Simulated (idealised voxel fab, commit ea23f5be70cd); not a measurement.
The document below concerns the process module designated voxel wiring stack.
Each square cell in cross-section cut measures 5 nm, and the section as a whole is 165 nm wide.
Notation: cross-section as square-cell grid; stated in bands, top first, going down; one or more cell rows per band. Quick guide to a band line: top height, bottom height (nm) up front; then every material left to right with its width in nm. Only one material and it's marked "all across"? Then it fills the band edge to edge. And "blank" just means empty space. The reference from which all heights are counted is 0, the level beneath which the as-received wafer is entirely one material; the lowest band, having no lower bound, proceeds downward and is written after the example "0 and below". Note: "30 to 40" means the width goes from the first number (top row of the band) to the second number (bottom row) in equal steps per row of cells. It should be understood that the words "all unchanged", when stated for a given step, signify that the cross-section underwent no change in any of its cells during that step. "Sealed-off cavities" means: voids of 8 cells or more that are shut off from the top with no open way through. Written width x height at distance, distance from the left edge, in nm. It should be noted that, on the line of a given step, the content following the step's settings is a remark produced by the simulator itself with respect to that step. If you see "overlay nm" on a step's line and that step has a mask, it's telling you how far right of where it was planned the mask ended up; a negative number means it went left instead.
### Listed below are the process steps as planned
1 RECEIVE [material Si]
2 CONFORMAL_DEP [material SiO2] [thk nm 10]
3 DIRECTIONAL_DEP [material TiN] [thk nm 5]
4 DIRECTIONAL_DEP [material W] [thk nm 25]
5 PATTERN [tone cover] [mask id METAL_1] [material resist] [width nm 20] [pitch nm 40] [thk nm 15] [overlay nm 0]
6 DIRECTIONAL_ETCH [etch materials W] [depth nm 25]
7 DIRECTIONAL_ETCH [etch materials TiN] [depth nm 5]
8 STRIP [etch materials resist]
9 CONFORMAL_DEP [material SiCN] [thk nm 5]
10 FILL_DEP [material lowk] [thk nm 10]
11 CMP [height nm 40]
12 CONFORMAL_DEP [material SiCN] [thk nm 5]
13 DIRECTIONAL_DEP [material SiO2] [thk nm 20]
14 DIRECTIONAL_DEP [material aC] [thk nm 10]
15 PATTERN [tone open] [mask id PLUG_1] [material resist] [width nm 15] [pitch nm 40] [thk nm 25] [overlay nm 0]
16 DIRECTIONAL_ETCH [etch materials aC] [depth nm 10]
17 STRIP [etch materials resist]
18 DIRECTIONAL_ETCH [etch materials SiO2] [depth nm 20]
19 DIRECTIONAL_ETCH [etch materials SiCN] [depth nm 5]
20 STRIP [etch materials aC]
21 CONFORMAL_DEP [material TiN] [thk nm 5]
22 FILL_DEP [material Cu] [thk nm 10]
23 CMP [height nm 65]
24 DIRECTIONAL_DEP [material TiN] [thk nm 5]
25 DIRECTIONAL_DEP [material Ru] [thk nm 15]
26 PATTERN [tone cover] [mask id METAL_2] [material resist] [width nm 20] [pitch nm 40] [thk nm 20] [overlay nm 0]
27 DIRECTIONAL_ETCH [etch materials Ru] [depth nm 15]
28 DIRECTIONAL_ETCH [etch materials TiN] [depth nm 5]
29 STRIP [etch materials resist]
30 FILL_DEP [material lowk] [thk nm 10]
31 CMP [height nm 85]
32 CONFORMAL_DEP [material SiCN] [thk nm 5]
33 DIRECTIONAL_DEP [material lowk] [thk nm 20]
34 PATTERN [tone open] [mask id PLUG_2] [material resist] [width nm 15] [pitch nm 40] [thk nm 15] [overlay nm 0]
35 DIRECTIONAL_ETCH [etch materials lowk] [depth nm 20]
36 DIRECTIONAL_ETCH [etch materials SiCN] [depth nm 5]
37 STRIP [etch materials resist]
38 EPI [material Ru] [thk nm 10]
39 EPI [material Ru] [thk nm 10]
40 EPI [material Ru] [thk nm 5]
41 DIRECTIONAL_DEP [material TiN] [thk nm 5]
42 DIRECTIONAL_DEP [material Ru] [thk nm 15]
43 DIRECTIONAL_DEP [material aC] [thk nm 10]
44 PATTERN [tone cover] [mask id METAL_3] [material resist] [width nm 20] [pitch nm 40] [thk nm 25] [overlay nm 0]
45 DIRECTIONAL_ETCH [etch materials aC] [depth nm 10]
46 STRIP [etch materials resist]
47 DIRECTIONAL_ETCH [etch materials Ru] [depth nm 15]
48 DIRECTIONAL_ETCH [etch materials TiN] [depth nm 5]
49 STRIP [etch materials aC]
50 CONFORMAL_DEP [material SiN] [thk nm 5]
51 FILL_DEP [material SiO2] [thk nm 10]
52 CMP [height nm 130]
53 CONFORMAL_DEP [material SiCN] [thk nm 5]
54 DIRECTIONAL_DEP [material lowk] [thk nm 20]
55 MASKED_ETCH [tone open] [mask id PLUG_3] [width nm 15] [pitch nm 40] [etch materials lowk] [depth nm 20] [overlay nm 0]
56 MASKED_ETCH [tone open] [mask id PLUG_3] [width nm 15] [pitch nm 40] [etch materials SiCN] [depth nm 5] [overlay nm 0]
57 EPI [material Ru] [thk nm 10]
58 EPI [material Ru] [thk nm 10]
59 EPI [material Ru] [thk nm 5]
60 DIRECTIONAL_DEP [material TiN] [thk nm 5]
61 DIRECTIONAL_DEP [material W] [thk nm 15]
62 MASKED_ETCH [tone cover] [mask id METAL_4] [width nm 20] [pitch nm 40] [etch materials W] [depth nm 15] [overlay nm 0]
63 MASKED_ETCH [tone cover] [mask id METAL_4] [width nm 20] [pitch nm 40] [etch materials TiN] [depth nm 5] [overlay nm 0]
64 FILL_DEP [material SiO2] [thk nm 10]
65 CMP [height nm 175]
66 CONFORMAL_DEP [material SiCN] [thk nm 5]
### First wafer of two (run as planned)
### Cross-section: wafer on arrival = after step 1
- 0 and below  Si all across
- Sealed-off cavities: none
### After step 2, in cross-section
- 10 down to 0  SiO2 all across
- All layers under 0 are left as they were.
### After step 3, in cross-section
- 15 down to 10  TiN all across
- All layers under 10 are left as they were.
### After step 4, in cross-section
- 40 down to 15  W all across
- All layers under 15 are left as they were.
### After step 5, in cross-section
- 55 down to 40  blank=30 / resist=20 / blank=20 / resist=20 / blank=20 / resist=20 / blank=35
- All layers under 40 are left as they were.
### After step 6, in cross-section
- 55 down to 40  blank=30 / resist=20 / blank=20 / resist=20 / blank=20 / resist=20 / blank=35
- 40 down to 15  blank=30 / W=20 / blank=20 / W=20 / blank=20 / W=20 / blank=35
- All layers under 15 are left as they were.
### After step 7, in cross-section
- 55 down to 40  blank=30 / resist=20 / blank=20 / resist=20 / blank=20 / resist=20 / blank=35
- 40 down to 15  blank=30 / W=20 / blank=20 / W=20 / blank=20 / W=20 / blank=35
- 15 down to 10  blank=30 / TiN=20 / blank=20 / TiN=20 / blank=20 / TiN=20 / blank=35
- All layers under 10 are left as they were.
### After step 8, in cross-section
- 40 down to 15  blank=30 / W=20 / blank=20 / W=20 / blank=20 / W=20 / blank=35
- All layers under 15 are left as they were.
### After step 9, in cross-section
- 45 down to 40  blank=25 / SiCN=30 / blank=10 / SiCN=30 / blank=10 / SiCN=30 / blank=30
- 40 down to 15  blank=25 / SiCN=5 / W=20 / SiCN=5 / blank=10 / SiCN=5 / W=20 / SiCN=5 / blank=10 / SiCN=5 / W=20 / SiCN=5 / blank=30
- 15 down to 10  SiCN=30 / TiN=20 / SiCN=20 / TiN=20 / SiCN=20 / TiN=20 / SiCN=35
- All layers under 10 are left as they were.
### After step 10, in cross-section
- 55 down to 45  lowk all across
- 45 down to 40  lowk=25 / SiCN=30 / lowk=10 / SiCN=30 / lowk=10 / SiCN=30 / lowk=30
- 40 down to 15  lowk=25 / SiCN=5 / W=20 / SiCN=5 / lowk=10 / SiCN=5 / W=20 / SiCN=5 / lowk=10 / SiCN=5 / W=20 / SiCN=5 / lowk=30
- All layers under 15 are left as they were.
### After step 11, in cross-section
- 40 down to 15  lowk=25 / SiCN=5 / W=20 / SiCN=5 / lowk=10 / SiCN=5 / W=20 / SiCN=5 / lowk=10 / SiCN=5 / W=20 / SiCN=5 / lowk=30
- All layers under 15 are left as they were.
### After step 12, in cross-section
- 45 down to 40  SiCN all across
- All layers under 40 are left as they were.
### After step 13, in cross-section
- 65 down to 45  SiO2 all across
- All layers under 45 are left as they were.
### After step 14, in cross-section
- 75 down to 65  aC all across
- All layers under 65 are left as they were.
### After step 15, in cross-section
- 100 down to 75  resist=30 / blank=15 / resist=25 / blank=15 / resist=25 / blank=15 / resist=40
- All layers under 75 are left as they were.
### After step 16, in cross-section
- 90 down to 75  resist=30 / blank=15 / resist=25 / blank=15 / resist=25 / blank=15 / resist=40
- 75 down to 65  aC=30 / blank=15 / aC=25 / blank=15 / aC=25 / blank=15 / aC=40
- All layers under 65 are left as they were.
### After step 17, in cross-section
- 75 down to 65  aC=30 / blank=15 / aC=25 / blank=15 / aC=25 / blank=15 / aC=40
- All layers under 65 are left as they were.
### After step 18, in cross-section
- 75 down to 65  aC=30 / blank=15 / aC=25 / blank=15 / aC=25 / blank=15 / aC=40
- 65 down to 45  SiO2=30 / blank=15 / SiO2=25 / blank=15 / SiO2=25 / blank=15 / SiO2=40
- All layers under 45 are left as they were.
### After step 19, in cross-section
- 75 down to 65  aC=30 / blank=15 / aC=25 / blank=15 / aC=25 / blank=15 / aC=40
- 65 down to 45  SiO2=30 / blank=15 / SiO2=25 / blank=15 / SiO2=25 / blank=15 / SiO2=40
- 45 down to 40  SiCN=30 / blank=15 / SiCN=25 / blank=15 / SiCN=25 / blank=15 / SiCN=40
- All layers under 40 are left as they were.
### After step 20, in cross-section
- 65 down to 45  SiO2=30 / blank=15 / SiO2=25 / blank=15 / SiO2=25 / blank=15 / SiO2=40
- All layers under 45 are left as they were.
### After step 21, in cross-section
- 70 down to 65  TiN=35 / blank=5 / TiN=35 / blank=5 / TiN=35 / blank=5 / TiN=45
- 65 down to 45  SiO2=30 / TiN=5 / blank=5 / TiN=5 / SiO2=25 / TiN=5 / blank=5 / TiN=5 / SiO2=25 / TiN=5 / blank=5 / TiN=5 / SiO2=40
- 45 down to 40  SiCN=30 / TiN=15 / SiCN=25 / TiN=15 / SiCN=25 / TiN=15 / SiCN=40
- All layers under 40 are left as they were.
### After step 22, in cross-section
- 80 down to 70  Cu all across
- 70 down to 65  TiN=35 / Cu=5 / TiN=35 / Cu=5 / TiN=35 / Cu=5 / TiN=45
- 65 down to 45  SiO2=30 / TiN=5 / Cu=5 / TiN=5 / SiO2=25 / TiN=5 / Cu=5 / TiN=5 / SiO2=25 / TiN=5 / Cu=5 / TiN=5 / SiO2=40
- All layers under 45 are left as they were.
### After step 23, in cross-section
- 65 down to 45  SiO2=30 / TiN=5 / Cu=5 / TiN=5 / SiO2=25 / TiN=5 / Cu=5 / TiN=5 / SiO2=25 / TiN=5 / Cu=5 / TiN=5 / SiO2=40
- All layers under 45 are left as they were.
### After step 24, in cross-section
- 70 down to 65  TiN all across
- All layers under 65 are left as they were.
### After step 25, in cross-section
- 85 down to 70  Ru all across
- All layers under 70 are left as they were.
### After step 26, in cross-section
- 105 down to 85  blank=30 / resist=20 / blank=20 / resist=20 / blank=20 / resist=20 / blank=35
- All layers under 85 are left as they were.
### After step 27, in cross-section
- 105 down to 85  blank=30 / resist=20 / blank=20 / resist=20 / blank=20 / resist=20 / blank=35
- 85 down to 70  blank=30 / Ru=20 / blank=20 / Ru=20 / blank=20 / Ru=20 / blank=35
- All layers under 70 are left as they were.
### After step 28, in cross-section
- 105 down to 85  blank=30 / resist=20 / blank=20 / resist=20 / blank=20 / resist=20 / blank=35
- 85 down to 70  blank=30 / Ru=20 / blank=20 / Ru=20 / blank=20 / Ru=20 / blank=35
- 70 down to 65  blank=30 / TiN=20 / blank=20 / TiN=20 / blank=20 / TiN=20 / blank=35
- All layers under 65 are left as they were.
### After step 29, in cross-section
- 85 down to 70  blank=30 / Ru=20 / blank=20 / Ru=20 / blank=20 / Ru=20 / blank=35
- All layers under 70 are left as they were.
### After step 30, in cross-section
- 95 down to 85  lowk all across
- 85 down to 70  lowk=30 / Ru=20 / lowk=20 / Ru=20 / lowk=20 / Ru=20 / lowk=35
- 70 down to 65  lowk=30 / TiN=20 / lowk=20 / TiN=20 / lowk=20 / TiN=20 / lowk=35
- All layers under 65 are left as they were.
### After step 31, in cross-section
- 85 down to 70  lowk=30 / Ru=20 / lowk=20 / Ru=20 / lowk=20 / Ru=20 / lowk=35
- All layers under 70 are left as they were.
### After step 32, in cross-section
- 90 down to 85  SiCN all across
- All layers under 85 are left as they were.
### After step 33, in cross-section
- 110 down to 90  lowk all across
- All layers under 90 are left as they were.
### After step 34, in cross-section
- 125 down to 110  resist=30 / blank=15 / resist=25 / blank=15 / resist=25 / blank=15 / resist=40
- All layers under 110 are left as they were.
### After step 35, in cross-section
- 125 down to 110  resist=30 / blank=15 / resist=25 / blank=15 / resist=25 / blank=15 / resist=40
- 110 down to 90  lowk=30 / blank=15 / lowk=25 / blank=15 / lowk=25 / blank=15 / lowk=40
- All layers under 90 are left as they were.
### After step 36, in cross-section
- 125 down to 110  resist=30 / blank=15 / resist=25 / blank=15 / resist=25 / blank=15 / resist=40
- 110 down to 90  lowk=30 / blank=15 / lowk=25 / blank=15 / lowk=25 / blank=15 / lowk=40
- 90 down to 85  SiCN=30 / blank=15 / SiCN=25 / blank=15 / SiCN=25 / blank=15 / SiCN=40
- All layers under 85 are left as they were.
### After step 37, in cross-section
- 110 down to 90  lowk=30 / blank=15 / lowk=25 / blank=15 / lowk=25 / blank=15 / lowk=40
- All layers under 90 are left as they were.
### After step 38, in cross-section
- 110 down to 95  lowk=30 / blank=15 / lowk=25 / blank=15 / lowk=25 / blank=15 / lowk=40
- 95 down to 90  lowk=30 / Ru=15 / lowk=25 / Ru=15 / lowk=25 / Ru=15 / lowk=40
- 90 down to 85  SiCN=30 / Ru=15 / SiCN=25 / Ru=15 / SiCN=25 / Ru=15 / SiCN=40
- All layers under 85 are left as they were.
### After step 39, in cross-section
- 110 down to 105  lowk=30 / blank=15 / lowk=25 / blank=15 / lowk=25 / blank=15 / lowk=40
- 105 down to 90  lowk=30 / Ru=15 / lowk=25 / Ru=15 / lowk=25 / Ru=15 / lowk=40
- All layers under 90 are left as they were.
### After step 40, in cross-section
- 110 down to 90  lowk=30 / Ru=15 / lowk=25 / Ru=15 / lowk=25 / Ru=15 / lowk=40
- All layers under 90 are left as they were.
### After step 41, in cross-section
- 115 down to 110  TiN all across
- All layers under 110 are left as they were.
### After step 42, in cross-section
- 130 down to 115  Ru all across
- All layers under 115 are left as they were.
### After step 43, in cross-section
- 140 down to 130  aC all across
- All layers under 130 are left as they were.
### After step 44, in cross-section
- 165 down to 140  blank=30 / resist=20 / blank=20 / resist=20 / blank=20 / resist=20 / blank=35
- All layers under 140 are left as they were.
### After step 45, in cross-section
- 155 down to 140  blank=30 / resist=20 / blank=20 / resist=20 / blank=20 / resist=20 / blank=35
- 140 down to 130  blank=30 / aC=20 / blank=20 / aC=20 / blank=20 / aC=20 / blank=35
- All layers under 130 are left as they were.
### After step 46, in cross-section
- 140 down to 130  blank=30 / aC=20 / blank=20 / aC=20 / blank=20 / aC=20 / blank=35
- All layers under 130 are left as they were.
### After step 47, in cross-section
- 140 down to 130  blank=30 / aC=20 / blank=20 / aC=20 / blank=20 / aC=20 / blank=35
- 130 down to 115  blank=30 / Ru=20 / blank=20 / Ru=20 / blank=20 / Ru=20 / blank=35
- All layers under 115 are left as they were.
### After step 48, in cross-section
- 140 down to 130  blank=30 / aC=20 / blank=20 / aC=20 / blank=20 / aC=20 / blank=35
- 130 down to 115  blank=30 / Ru=20 / blank=20 / Ru=20 / blank=20 / Ru=20 / blank=35
- 115 down to 110  blank=30 / TiN=20 / blank=20 / TiN=20 / blank=20 / TiN=20 / blank=35
- All layers under 110 are left as they were.
### After step 49, in cross-section
- 130 down to 115  blank=30 / Ru=20 / blank=20 / Ru=20 / blank=20 / Ru=20 / blank=35
- All layers under 115 are left as they were.
### After step 50, in cross-section
- 135 down to 130  blank=25 / SiN=30 / blank=10 / SiN=30 / blank=10 / SiN=30 / blank=30
- 130 down to 115  blank=25 / SiN=5 / Ru=20 / SiN=5 / blank=10 / SiN=5 / Ru=20 / SiN=5 / blank=10 / SiN=5 / Ru=20 / SiN=5 / blank=30
- 115 down to 110  SiN=30 / TiN=20 / SiN=20 / TiN=20 / SiN=20 / TiN=20 / SiN=35
- All layers under 110 are left as they were.
### After step 51, in cross-section
- 145 down to 135  SiO2 all across
- 135 down to 130  SiO2=25 / SiN=30 / SiO2=10 / SiN=30 / SiO2=10 / SiN=30 / SiO2=30
- 130 down to 115  SiO2=25 / SiN=5 / Ru=20 / SiN=5 / SiO2=10 / SiN=5 / Ru=20 / SiN=5 / SiO2=10 / SiN=5 / Ru=20 / SiN=5 / SiO2=30
- All layers under 115 are left as they were.
### After step 52, in cross-section
- 130 down to 115  SiO2=25 / SiN=5 / Ru=20 / SiN=5 / SiO2=10 / SiN=5 / Ru=20 / SiN=5 / SiO2=10 / SiN=5 / Ru=20 / SiN=5 / SiO2=30
- All layers under 115 are left as they were.
### After step 53, in cross-section
- 135 down to 130  SiCN all across
- All layers under 130 are left as they were.
### After step 54, in cross-section
- 155 down to 135  lowk all across
- All layers under 135 are left as they were.
### After step 55, in cross-section
- 155 down to 135  lowk=30 / blank=15 / lowk=25 / blank=15 / lowk=25 / blank=15 / lowk=40
- All layers under 135 are left as they were.
### After step 56, in cross-section
- 155 down to 135  lowk=30 / blank=15 / lowk=25 / blank=15 / lowk=25 / blank=15 / lowk=40
- 135 down to 130  SiCN=30 / blank=15 / SiCN=25 / blank=15 / SiCN=25 / blank=15 / SiCN=40
- All layers under 130 are left as they were.
### After step 57, in cross-section
- 155 down to 140  lowk=30 / blank=15 / lowk=25 / blank=15 / lowk=25 / blank=15 / lowk=40
- 140 down to 135  lowk=30 / Ru=15 / lowk=25 / Ru=15 / lowk=25 / Ru=15 / lowk=40
- 135 down to 130  SiCN=30 / Ru=15 / SiCN=25 / Ru=15 / SiCN=25 / Ru=15 / SiCN=40
- All layers under 130 are left as they were.
### After step 58, in cross-section
- 155 down to 150  lowk=30 / blank=15 / lowk=25 / blank=15 / lowk=25 / blank=15 / lowk=40
- 150 down to 135  lowk=30 / Ru=15 / lowk=25 / Ru=15 / lowk=25 / Ru=15 / lowk=40
- All layers under 135 are left as they were.
### After step 59, in cross-section
- 155 down to 135  lowk=30 / Ru=15 / lowk=25 / Ru=15 / lowk=25 / Ru=15 / lowk=40
- All layers under 135 are left as they were.
### After step 60, in cross-section
- 160 down to 155  TiN all across
- All layers under 155 are left as they were.
### After step 61, in cross-section
- 175 down to 160  W all across
- All layers under 160 are left as they were.
### After step 62, in cross-section
- 175 down to 160  blank=30 / W=20 / blank=20 / W=20 / blank=20 / W=20 / blank=35
- All layers under 160 are left as they were.
### After step 63, in cross-section
- 175 down to 160  blank=30 / W=20 / blank=20 / W=20 / blank=20 / W=20 / blank=35
- 160 down to 155  blank=30 / TiN=20 / blank=20 / TiN=20 / blank=20 / TiN=20 / blank=35
- All layers under 155 are left as they were.
### After step 64, in cross-section
- 185 down to 175  SiO2 all across
- 175 down to 160  SiO2=30 / W=20 / SiO2=20 / W=20 / SiO2=20 / W=20 / SiO2=35
- 160 down to 155  SiO2=30 / TiN=20 / SiO2=20 / TiN=20 / SiO2=20 / TiN=20 / SiO2=35
- All layers under 155 are left as they were.
### After step 65, in cross-section
- 175 down to 160  SiO2=30 / W=20 / SiO2=20 / W=20 / SiO2=20 / W=20 / SiO2=35
- All layers under 160 are left as they were.
### After step 66, in cross-section
- 180 down to 175  SiCN all across
- All layers under 175 are left as they were.
### Companion wafer, the second of two: same beginning, same intended sequence, one mistake in carrying it out; through step 56 inclusive it tracks the first exactly
### Second wafer, sectioned view, at step 58's planned end time
- 160 down to 155  blank=25 / Ru=25 / blank=15 / Ru=25 / blank=15 / Ru=25 / blank=35
- 155 down to 135  lowk=30 / Ru=15 / lowk=25 / Ru=15 / lowk=25 / Ru=15 / lowk=40
- 135 down to 130  SiCN=30 / Ru=15 / SiCN=25 / Ru=15 / SiCN=25 / Ru=15 / SiCN=40
- All layers under 130 are left as they were.
### Second wafer, sectioned view, at step 59's planned end time
- 165 down to 155  blank=20 / Ru=35 / blank=5 / Ru=35 / blank=5 / Ru=35 / blank=30
- All layers under 155 are left as they were.
### Second wafer, sectioned view, at step 60's planned end time
- 170 down to 165  blank=20 / TiN=35 / blank=5 / TiN=35 / blank=5 / TiN=35 / blank=30
- 165 down to 160  blank=20 / Ru=35 / blank=5 / Ru=35 / blank=5 / Ru=35 / blank=30
- 160 down to 155  TiN=20 / Ru=35 / TiN=5 / Ru=35 / TiN=5 / Ru=35 / TiN=30
- All layers under 155 are left as they were.
### Second wafer, sectioned view, at step 61's planned end time
- 185 down to 175  blank=20 / W=35 / blank=5 / W=35 / blank=5 / W=35 / blank=30
- 175 down to 170  W all across
- 170 down to 165  W=20 / TiN=35 / W=5 / TiN=35 / W=5 / TiN=35 / W=30
- 165 down to 160  W=20 / Ru=35 / W=5 / Ru=35 / W=5 / Ru=35 / W=30
- All layers under 160 are left as they were.
### Second wafer, sectioned view, at step 62's planned end time
- 185 down to 170  blank=30 / W=20 / blank=20 / W=20 / blank=20 / W=20 / blank=35
- 170 down to 165  blank=20 / TiN=35 / blank=5 / TiN=35 / blank=5 / TiN=35 / blank=30
- 165 down to 160  blank=20 / Ru=35 / blank=5 / Ru=35 / blank=5 / Ru=35 / blank=30
- All layers under 160 are left as they were.
### Second wafer, sectioned view, at step 63's planned end time
- 185 down to 170  blank=30 / W=20 / blank=20 / W=20 / blank=20 / W=20 / blank=35
- 170 down to 165  blank=30 / TiN=20 / blank=20 / TiN=20 / blank=20 / TiN=20 / blank=35
- 165 down to 155  blank=20 / Ru=35 / blank=5 / Ru=35 / blank=5 / Ru=35 / blank=30
- All layers under 155 are left as they were.
### Second wafer, sectioned view, at step 64's planned end time
- 195 down to 185  SiO2 all across
- 185 down to 170  SiO2=30 / W=20 / SiO2=20 / W=20 / SiO2=20 / W=20 / SiO2=35
- 170 down to 165  SiO2=30 / TiN=20 / SiO2=20 / TiN=20 / SiO2=20 / TiN=20 / SiO2=35
- 165 down to 155  SiO2=20 / Ru=35 / SiO2=5 / Ru=35 / SiO2=5 / Ru=35 / SiO2=30
- All layers under 155 are left as they were.
### Second wafer, sectioned view, at step 65's planned end time
- 175 down to 170  SiO2=30 / W=20 / SiO2=20 / W=20 / SiO2=20 / W=20 / SiO2=35
- All layers under 170 are left as they were.
### Second wafer, sectioned view, at step 66's planned end time
- 180 down to 175  SiCN all across
- All layers under 175 are left as they were.
Here's what went sideways: one of steps 57 and 58 got run twice, and since they're all the same there's no telling which
Wrapping up, a cell-based count of both wafers puts the second over or under the first for these materials: 42 more of Ru, 18 fewer of SiO2, 24 fewer of W
